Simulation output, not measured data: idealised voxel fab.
Module name: voxel wiring stack (process module)
Shown is cross-section cut, with a width of 235 nm and square cells of size 5 nm.
Reading order for cross-sections: top band down to bottom band. Underlying form: a grid of square cells. Band size: one or more rows of cells. Heads up on the band format: heights come first, top then bottom, in nm. After that it's the materials left to right, each with its width in nm. A single material flagged "edge to edge" fills the whole band edge to edge, and "empty" means there's empty space there. Height 0 is the level under which the wafer as received is all one material. The lowest band goes on downwards, as in "top 0, no bottom". Think of "30->40" as a width that walks from the first number to the second as you go down the band, top row to bottom row, taking equal-sized steps from row to row. Any step labelled "no change" changed none of the cells in the cross-section. Empty spaces counting at least 8 cells and having no open way to the top are listed in "Closed void register". The notation width x height at distance is used for each, the distance being from the left edge and all three values in nm. Step line, after settings: the simulator's comment on this step. Among the settings permitted on a step's line is "overlay nm"; applied to a step with a mask, it specifies the extent to which the mask lay to the right of its planned position, whereas a negative figure signifies a position to the left.
[Listed below are the process steps as planned]
| 1 | RECEIVE [material Si] |
| 2 | CONFORMAL_DEP [material SiO2] [thk nm 10] |
| 3 | CONFORMAL_DEP [material SiN] [thk nm 5] |
| 4 | DIRECTIONAL_DEP [material lowk] [thk nm 25] |
| 5 | DIRECTIONAL_DEP [material aC] [thk nm 15] |
| 6 | PATTERN [tone open] [mask id METAL_1] [material resist] [width nm 25] [pitch nm 45] [thk nm 30] [overlay nm 0] |
| 7 | DIRECTIONAL_ETCH [etch materials aC] [depth nm 15] |
| 8 | STRIP [etch materials resist] |
| 9 | DIRECTIONAL_ETCH [etch materials lowk] [depth nm 25] |
| 10 | DIRECTIONAL_ETCH [etch materials SiN] [depth nm 5] |
| 11 | STRIP [etch materials aC] |
| 12 | CONFORMAL_DEP [material TiN] [thk nm 5] |
| 13 | FILL_DEP [material Ru] [thk nm 10] |
| 14 | CMP [height nm 40] |
| 15 | CONFORMAL_DEP [material SiCN] [thk nm 5] |
| 16 | DIRECTIONAL_DEP [material lowk] [thk nm 30] |
| 17 | PATTERN [tone open] [mask id METAL_2_HOLES] [material resist] [width nm 15] [pitch nm 90] [thk nm 20] [overlay nm 0] |
| 18 | DIRECTIONAL_ETCH [etch materials lowk] [depth nm 30] |
| 19 | STRIP [etch materials resist] |
| 20 | PATTERN [tone open] [mask id METAL_2] [material resist] [width nm 25] [pitch nm 45] [thk nm 15] [overlay nm 0] |
| 21 | DIRECTIONAL_ETCH [etch materials lowk] [depth nm 15] |
| 22 | DIRECTIONAL_ETCH [etch materials SiCN] [depth nm 5] |
| 23 | STRIP [etch materials resist] |
| 24 | CONFORMAL_DEP [material TiN] [thk nm 5] |
| 25 | FILL_DEP [material Cu] [thk nm 10] |
| 26 | CMP [height nm 75] |
| 27 | CONFORMAL_DEP [material SiCN] [thk nm 5] |
| 28 | DIRECTIONAL_DEP [material SiO2] [thk nm 30] |
| 29 | MASKED_ETCH [tone open] [mask id METAL_3] [width nm 25] [pitch nm 45] [etch materials SiO2] [depth nm 15] [overlay nm 0] |
| 30 | PATTERN [tone open] [mask id METAL_3_HOLES] [material resist] [width nm 15] [pitch nm 90] [thk nm 20] [overlay nm 0] |
| 31 | DIRECTIONAL_ETCH [etch materials SiO2] [depth nm 15] |
| 32 | DIRECTIONAL_ETCH [etch materials SiCN] [depth nm 5] |
| 33 | STRIP [etch materials resist] |
| 34 | CONFORMAL_DEP [material TiN] [thk nm 5] |
| 35 | FILL_DEP [material Ru] [thk nm 5] |
| 36 | CMP [height nm 110] |
| 37 | CONFORMAL_DEP [material SiN] [thk nm 5] |
[On the first of the two wafers: run conducted according to plan]
[So this is the incoming wafer in cross-section - it's already been through step 1]
  top 0, no bottom | Si edge to edge
  Closed void register: none
[You're looking at a cross-section of the wafer after step 2]
  top 10, bottom 0 | SiO2 edge to edge
  Unchanged below 0.
[You're looking at a cross-section of the wafer after step 3]
  top 15, bottom 10 | SiN edge to edge
  Unchanged below 10.
[You're looking at a cross-section of the wafer after step 4]
  top 40, bottom 15 | lowk edge to edge
  Unchanged below 15.
[You're looking at a cross-section of the wafer after step 5]
  top 55, bottom 40 | aC edge to edge
  Unchanged below 40.
[You're looking at a cross-section of the wafer after step 6]
  top 85, bottom 55 | resist (60) | empty (25) | resist (20) | empty (25) | resist (20) | empty (25) | resist (60)
  Unchanged below 55.
[You're looking at a cross-section of the wafer after step 7]
  top 70, bottom 55 | resist (60) | empty (25) | resist (20) | empty (25) | resist (20) | empty (25) | resist (60)
  top 55, bottom 40 | aC (60) | empty (25) | aC (20) | empty (25) | aC (20) | empty (25) | aC (60)
  Unchanged below 40.
[You're looking at a cross-section of the wafer after step 8]
  top 55, bottom 40 | aC (60) | empty (25) | aC (20) | empty (25) | aC (20) | empty (25) | aC (60)
  Unchanged below 40.
[You're looking at a cross-section of the wafer after step 9]
  top 55, bottom 40 | aC (60) | empty (25) | aC (20) | empty (25) | aC (20) | empty (25) | aC (60)
  top 40, bottom 15 | lowk (60) | empty (25) | lowk (20) | empty (25) | lowk (20) | empty (25) | lowk (60)
  Unchanged below 15.
[You're looking at a cross-section of the wafer after step 10]
  top 55, bottom 40 | aC (60) | empty (25) | aC (20) | empty (25) | aC (20) | empty (25) | aC (60)
  top 40, bottom 15 | lowk (60) | empty (25) | lowk (20) | empty (25) | lowk (20) | empty (25) | lowk (60)
  top 15, bottom 10 | SiN (60) | empty (25) | SiN (20) | empty (25) | SiN (20) | empty (25) | SiN (60)
  Unchanged below 10.
[You're looking at a cross-section of the wafer after step 11]
  top 40, bottom 15 | lowk (60) | empty (25) | lowk (20) | empty (25) | lowk (20) | empty (25) | lowk (60)
  Unchanged below 15.
[You're looking at a cross-section of the wafer after step 12]
  top 45, bottom 40 | TiN (65) | empty (15) | TiN (30) | empty (15) | TiN (30) | empty (15) | TiN (65)
  top 40, bottom 15 | lowk (60) | TiN (5) | empty (15) | TiN (5) | lowk (20) | TiN (5) | empty (15) | TiN (5) | lowk (20) | TiN (5) | empty (15) | TiN (5) | lowk (60)
  top 15, bottom 10 | SiN (60) | TiN (25) | SiN (20) | TiN (25) | SiN (20) | TiN (25) | SiN (60)
  Unchanged below 10.
[You're looking at a cross-section of the wafer after step 13]
  top 55, bottom 45 | Ru edge to edge
  top 45, bottom 40 | TiN (65) | Ru (15) | TiN (30) | Ru (15) | TiN (30) | Ru (15) | TiN (65)
  top 40, bottom 15 | lowk (60) | TiN (5) | Ru (15) | TiN (5) | lowk (20) | TiN (5) | Ru (15) | TiN (5) | lowk (20) | TiN (5) | Ru (15) | TiN (5) | lowk (60)
  Unchanged below 15.
[You're looking at a cross-section of the wafer after step 14]
  top 40, bottom 15 | lowk (60) | TiN (5) | Ru (15) | TiN (5) | lowk (20) | TiN (5) | Ru (15) | TiN (5) | lowk (20) | TiN (5) | Ru (15) | TiN (5) | lowk (60)
  Unchanged below 15.
[You're looking at a cross-section of the wafer after step 15]
  top 45, bottom 40 | SiCN edge to edge
  Unchanged below 40.
[You're looking at a cross-section of the wafer after step 16]
  top 75, bottom 45 | lowk edge to edge
  Unchanged below 45.
[You're looking at a cross-section of the wafer after step 17]
  top 95, bottom 75 | resist (60) | empty (15) | resist (75) | empty (15) | resist (70)
  Unchanged below 75.
[You're looking at a cross-section of the wafer after step 18]
  top 95, bottom 75 | resist (60) | empty (15) | resist (75) | empty (15) | resist (70)
  top 75, bottom 45 | lowk (60) | empty (15) | lowk (75) | empty (15) | lowk (70)
  Unchanged below 45.
[You're looking at a cross-section of the wafer after step 19]
  top 75, bottom 45 | lowk (60) | empty (15) | lowk (75) | empty (15) | lowk (70)
  Unchanged below 45.
[You're looking at a cross-section of the wafer after step 20]
  top 90, bottom 75 | resist (60) | empty (25) | resist (20) | empty (25) | resist (20) | empty (25) | resist (60)
  Unchanged below 75.
[You're looking at a cross-section of the wafer after step 21]
  top 90, bottom 75 | resist (60) | empty (25) | resist (20) | empty (25) | resist (20) | empty (25) | resist (60)
  top 75, bottom 60 | lowk (60) | empty (25) | lowk (20) | empty (25) | lowk (20) | empty (25) | lowk (60)
  Unchanged below 60.
[You're looking at a cross-section of the wafer after step 22]
  top 90, bottom 75 | resist (60) | empty (25) | resist (20) | empty (25) | resist (20) | empty (25) | resist (60)
  top 75, bottom 60 | lowk (60) | empty (25) | lowk (20) | empty (25) | lowk (20) | empty (25) | lowk (60)
  top 60, bottom 45 | lowk (60) | empty (15) | lowk (75) | empty (15) | lowk (70)
  top 45, bottom 40 | SiCN (60) | empty (15) | SiCN (75) | empty (15) | SiCN (70)
  Unchanged below 40.
[You're looking at a cross-section of the wafer after step 23]
  top 75, bottom 60 | lowk (60) | empty (25) | lowk (20) | empty (25) | lowk (20) | empty (25) | lowk (60)
  Unchanged below 60.
[You're looking at a cross-section of the wafer after step 24]
  top 80, bottom 75 | TiN (65) | empty (15) | TiN (30) | empty (15) | TiN (30) | empty (15) | TiN (65)
  top 75, bottom 65 | lowk (60) | TiN (5) | empty (15) | TiN (5) | lowk (20) | TiN (5) | empty (15) | TiN (5) | lowk (20) | TiN (5) | empty (15) | TiN (5) | lowk (60)
  top 65, bottom 60 | lowk (60) | TiN (5) | empty (5) | TiN (15) | lowk (20) | TiN (25) | lowk (20) | TiN (5) | empty (5) | TiN (15) | lowk (60)
  top 60, bottom 45 | lowk (60) | TiN (5) | empty (5) | TiN (5) | lowk (75) | TiN (5) | empty (5) | TiN (5) | lowk (70)
  top 45, bottom 40 | SiCN (60) | TiN (15) | SiCN (75) | TiN (15) | SiCN (70)
  Unchanged below 40.
[You're looking at a cross-section of the wafer after step 25]
  top 90, bottom 80 | Cu edge to edge
  top 80, bottom 75 | TiN (65) | Cu (15) | TiN (30) | Cu (15) | TiN (30) | Cu (15) | TiN (65)
  top 75, bottom 65 | lowk (60) | TiN (5) | Cu (15) | TiN (5) | lowk (20) | TiN (5) | Cu (15) | TiN (5) | lowk (20) | TiN (5) | Cu (15) | TiN (5) | lowk (60)
  top 65, bottom 60 | lowk (60) | TiN (5) | Cu (5) | TiN (15) | lowk (20) | TiN (25) | lowk (20) | TiN (5) | Cu (5) | TiN (15) | lowk (60)
  top 60, bottom 45 | lowk (60) | TiN (5) | Cu (5) | TiN (5) | lowk (75) | TiN (5) | Cu (5) | TiN (5) | lowk (70)
  Unchanged below 45.
[You're looking at a cross-section of the wafer after step 26]
  top 75, bottom 65 | lowk (60) | TiN (5) | Cu (15) | TiN (5) | lowk (20) | TiN (5) | Cu (15) | TiN (5) | lowk (20) | TiN (5) | Cu (15) | TiN (5) | lowk (60)
  Unchanged below 65.
[You're looking at a cross-section of the wafer after step 27]
  top 80, bottom 75 | SiCN edge to edge
  Unchanged below 75.
[You're looking at a cross-section of the wafer after step 28]
  top 110, bottom 80 | SiO2 edge to edge
  Unchanged below 80.
[You're looking at a cross-section of the wafer after step 29]
  top 110, bottom 95 | SiO2 (60) | empty (25) | SiO2 (20) | empty (25) | SiO2 (20) | empty (25) | SiO2 (60)
  Unchanged below 95.
[You're looking at a cross-section of the wafer after step 30]
  top 130, bottom 110 | resist (60) | empty (15) | resist (75) | empty (15) | resist (70)
  top 110, bottom 95 | SiO2 (60) | empty (15) | resist (10) | SiO2 (20) | resist (25) | SiO2 (20) | empty (15) | resist (10) | SiO2 (60)
  Unchanged below 95.
[You're looking at a cross-section of the wafer after step 31]
  top 130, bottom 110 | resist (60) | empty (15) | resist (75) | empty (15) | resist (70)
  top 110, bottom 95 | SiO2 (60) | empty (15) | resist (10) | SiO2 (20) | resist (25) | SiO2 (20) | empty (15) | resist (10) | SiO2 (60)
  top 95, bottom 80 | SiO2 (60) | empty (15) | SiO2 (75) | empty (15) | SiO2 (70)
  Unchanged below 80.
[You're looking at a cross-section of the wafer after step 32]
  top 130, bottom 110 | resist (60) | empty (15) | resist (75) | empty (15) | resist (70)
  top 110, bottom 95 | SiO2 (60) | empty (15) | resist (10) | SiO2 (20) | resist (25) | SiO2 (20) | empty (15) | resist (10) | SiO2 (60)
  top 95, bottom 80 | SiO2 (60) | empty (15) | SiO2 (75) | empty (15) | SiO2 (70)
  top 80, bottom 75 | SiCN (60) | empty (15) | SiCN (75) | empty (15) | SiCN (70)
  Unchanged below 75.
[You're looking at a cross-section of the wafer after step 33]
  top 110, bottom 95 | SiO2 (60) | empty (25) | SiO2 (20) | empty (25) | SiO2 (20) | empty (25) | SiO2 (60)
  Unchanged below 95.
[You're looking at a cross-section of the wafer after step 34]
  top 115, bottom 110 | TiN (65) | empty (15) | TiN (30) | empty (15) | TiN (30) | empty (15) | TiN (65)
  top 110, bottom 100 | SiO2 (60) | TiN (5) | empty (15) | TiN (5) | SiO2 (20) | TiN (5) | empty (15) | TiN (5) | SiO2 (20) | TiN (5) | empty (15) | TiN (5) | SiO2 (60)
  top 100, bottom 95 | SiO2 (60) | TiN (5) | empty (5) | TiN (15) | SiO2 (20) | TiN (25) | SiO2 (20) | TiN (5) | empty (5) | TiN (15) | SiO2 (60)
  top 95, bottom 80 | SiO2 (60) | TiN (5) | empty (5) | TiN (5) | SiO2 (75) | TiN (5) | empty (5) | TiN (5) | SiO2 (70)
  top 80, bottom 75 | SiCN (60) | TiN (15) | SiCN (75) | TiN (15) | SiCN (70)
  Unchanged below 75.
[You're looking at a cross-section of the wafer after step 35]
  top 120, bottom 115 | Ru edge to edge
  top 115, bottom 110 | TiN (65) | Ru (15) | TiN (30) | Ru (15) | TiN (30) | Ru (15) | TiN (65)
  top 110, bottom 100 | SiO2 (60) | TiN (5) | Ru (15) | TiN (5) | SiO2 (20) | TiN (5) | Ru (15) | TiN (5) | SiO2 (20) | TiN (5) | Ru (15) | TiN (5) | SiO2 (60)
  top 100, bottom 95 | SiO2 (60) | TiN (5) | Ru (5) | TiN (15) | SiO2 (20) | TiN (25) | SiO2 (20) | TiN (5) | Ru (5) | TiN (15) | SiO2 (60)
  top 95, bottom 80 | SiO2 (60) | TiN (5) | Ru (5) | TiN (5) | SiO2 (75) | TiN (5) | Ru (5) | TiN (5) | SiO2 (70)
  Unchanged below 80.
[You're looking at a cross-section of the wafer after step 36]
  top 110, bottom 100 | SiO2 (60) | TiN (5) | Ru (15) | TiN (5) | SiO2 (20) | TiN (5) | Ru (15) | TiN (5) | SiO2 (20) | TiN (5) | Ru (15) | TiN (5) | SiO2 (60)
  Unchanged below 100.
[You're looking at a cross-section of the wafer after step 37]
  top 115, bottom 110 | SiN edge to edge
  Unchanged below 110.
[Okay, second wafer. Nothing different at the start, nothing different in the plan, just one mistake somewhere in the running. As far as step 16, counting that step, it's the first wafer all over again]
[Second wafer: cross-section at the scheduled end of step 17]
  top 95, bottom 75 | empty (60) | resist (15) | empty (75) | resist (15) | empty (70)
  Unchanged below 75.
[Second wafer: cross-section at the scheduled end of step 18]
  top 95, bottom 75 | empty (60) | resist (15) | empty (75) | resist (15) | empty (70)
  top 75, bottom 45 | empty (60) | lowk (15) | empty (75) | lowk (15) | empty (70)
  Unchanged below 45.
[Second wafer: cross-section at the scheduled end of step 19]
  top 75, bottom 45 | empty (60) | lowk (15) | empty (75) | lowk (15) | empty (70)
  Unchanged below 45.
[Second wafer: cross-section at the scheduled end of step 20]
  top 90, bottom 75 | resist (60) | empty (25) | resist (20) | empty (25) | resist (20) | empty (25) | resist (60)
  top 75, bottom 45 | resist (60) | lowk (15) | empty (10) | resist (20) | empty (25) | resist (20) | lowk (15) | empty (10) | resist (60)
  Unchanged below 45.
[Second wafer: cross-section at the scheduled end of step 21]
  top 90, bottom 60 | resist (60) | empty (25) | resist (20) | empty (25) | resist (20) | empty (25) | resist (60)
  Unchanged below 60.
[Second wafer: cross-section at the scheduled end of step 22]
  top 90, bottom 60 | resist (60) | empty (25) | resist (20) | empty (25) | resist (20) | empty (25) | resist (60)
  top 60, bottom 45 | resist (60) | lowk (15) | empty (10) | resist (20) | empty (25) | resist (20) | lowk (15) | empty (10) | resist (60)
  top 45, bottom 40 | SiCN (75) | empty (10) | SiCN (20) | empty (25) | SiCN (35) | empty (10) | SiCN (60)
  Unchanged below 40.
[Second wafer: cross-section at the scheduled end of step 23]
  top 60, bottom 45 | empty (60) | lowk (15) | empty (75) | lowk (15) | empty (70)
  Unchanged below 45.
[Second wafer: cross-section at the scheduled end of step 24]
  top 65, bottom 60 | empty (55) | TiN (25) | empty (65) | TiN (25) | empty (65)
  top 60, bottom 50 | empty (55) | TiN (5) | lowk (15) | TiN (5) | empty (65) | TiN (5) | lowk (15) | TiN (5) | empty (65)
  top 50, bottom 45 | TiN (60) | lowk (15) | TiN (35) | empty (15) | TiN (25) | lowk (15) | TiN (70)
  top 45, bottom 40 | SiCN (75) | TiN (10) | SiCN (20) | TiN (25) | SiCN (35) | TiN (10) | SiCN (60)
  Unchanged below 40.
[Second wafer: cross-section at the scheduled end of step 25]
  top 75, bottom 65 | Cu edge to edge
  top 65, bottom 60 | Cu (55) | TiN (25) | Cu (65) | TiN (25) | Cu (65)
  top 60, bottom 50 | Cu (55) | TiN (5) | lowk (15) | TiN (5) | Cu (65) | TiN (5) | lowk (15) | TiN (5) | Cu (65)
  top 50, bottom 45 | TiN (60) | lowk (15) | TiN (35) | Cu (15) | TiN (25) | lowk (15) | TiN (70)
  Unchanged below 45.
Second wafer: cross-section at the scheduled end of step 26: no change
[Second wafer: cross-section at the scheduled end of step 27]
  top 80, bottom 75 | SiCN edge to edge
  Unchanged below 75.
[Second wafer: cross-section at the scheduled end of step 28]
  top 110, bottom 80 | SiO2 edge to edge
  Unchanged below 80.
[Second wafer: cross-section at the scheduled end of step 29]
  top 110, bottom 95 | SiO2 (60) | empty (25) | SiO2 (20) | empty (25) | SiO2 (20) | empty (25) | SiO2 (60)
  Unchanged below 95.
[Second wafer: cross-section at the scheduled end of step 30]
  top 130, bottom 110 | resist (60) | empty (15) | resist (75) | empty (15) | resist (70)
  top 110, bottom 95 | SiO2 (60) | empty (15) | resist (10) | SiO2 (20) | resist (25) | SiO2 (20) | empty (15) | resist (10) | SiO2 (60)
  Unchanged below 95.
[Second wafer: cross-section at the scheduled end of step 31]
  top 130, bottom 110 | resist (60) | empty (15) | resist (75) | empty (15) | resist (70)
  top 110, bottom 95 | SiO2 (60) | empty (15) | resist (10) | SiO2 (20) | resist (25) | SiO2 (20) | empty (15) | resist (10) | SiO2 (60)
  top 95, bottom 80 | SiO2 (60) | empty (15) | SiO2 (75) | empty (15) | SiO2 (70)
  Unchanged below 80.
[Second wafer: cross-section at the scheduled end of step 32]
  top 130, bottom 110 | resist (60) | empty (15) | resist (75) | empty (15) | resist (70)
  top 110, bottom 95 | SiO2 (60) | empty (15) | resist (10) | SiO2 (20) | resist (25) | SiO2 (20) | empty (15) | resist (10) | SiO2 (60)
  top 95, bottom 80 | SiO2 (60) | empty (15) | SiO2 (75) | empty (15) | SiO2 (70)
  top 80, bottom 75 | SiCN (60) | empty (15) | SiCN (75) | empty (15) | SiCN (70)
  Unchanged below 75.
[Second wafer: cross-section at the scheduled end of step 33]
  top 110, bottom 95 | SiO2 (60) | empty (25) | SiO2 (20) | empty (25) | SiO2 (20) | empty (25) | SiO2 (60)
  Unchanged below 95.
[Second wafer: cross-section at the scheduled end of step 34]
  top 115, bottom 110 | TiN (65) | empty (15) | TiN (30) | empty (15) | TiN (30) | empty (15) | TiN (65)
  top 110, bottom 100 | SiO2 (60) | TiN (5) | empty (15) | TiN (5) | SiO2 (20) | TiN (5) | empty (15) | TiN (5) | SiO2 (20) | TiN (5) | empty (15) | TiN (5) | SiO2 (60)
  top 100, bottom 95 | SiO2 (60) | TiN (5) | empty (5) | TiN (15) | SiO2 (20) | TiN (25) | SiO2 (20) | TiN (5) | empty (5) | TiN (15) | SiO2 (60)
  top 95, bottom 80 | SiO2 (60) | TiN (5) | empty (5) | TiN (5) | SiO2 (75) | TiN (5) | empty (5) | TiN (5) | SiO2 (70)
  top 80, bottom 75 | SiCN (60) | TiN (15) | SiCN (75) | TiN (15) | SiCN (70)
  Unchanged below 75.
[Second wafer: cross-section at the scheduled end of step 35]
  top 120, bottom 115 | Ru edge to edge
  top 115, bottom 110 | TiN (65) | Ru (15) | TiN (30) | Ru (15) | TiN (30) | Ru (15) | TiN (65)
  top 110, bottom 100 | SiO2 (60) | TiN (5) | Ru (15) | TiN (5) | SiO2 (20) | TiN (5) | Ru (15) | TiN (5) | SiO2 (20) | TiN (5) | Ru (15) | TiN (5) | SiO2 (60)
  top 100, bottom 95 | SiO2 (60) | TiN (5) | Ru (5) | TiN (15) | SiO2 (20) | TiN (25) | SiO2 (20) | TiN (5) | Ru (5) | TiN (15) | SiO2 (60)
  top 95, bottom 80 | SiO2 (60) | TiN (5) | Ru (5) | TiN (5) | SiO2 (75) | TiN (5) | Ru (5) | TiN (5) | SiO2 (70)
  Unchanged below 80.
[Second wafer: cross-section at the scheduled end of step 36]
  top 110, bottom 100 | SiO2 (60) | TiN (5) | Ru (15) | TiN (5) | SiO2 (20) | TiN (5) | Ru (15) | TiN (5) | SiO2 (20) | TiN (5) | Ru (15) | TiN (5) | SiO2 (60)
  Unchanged below 100.
[Second wafer: cross-section at the scheduled end of step 37]
  top 115, bottom 110 | SiN edge to edge
  Unchanged below 110.
What was the processing mistake? step 17 was run on a setting that differed from the plan, and what really ran there is PATTERN [tone cover] [mask id METAL_2_HOLES] [material resist] [width nm 15] [pitch nm 90] [thk nm 20] [overlay nm 0]
Wafer comparison, final, in cells, second relative to first, materials more or fewer: 182 more of Cu, 3 fewer of SiCN, 22 more of TiN, 201 fewer of lowk
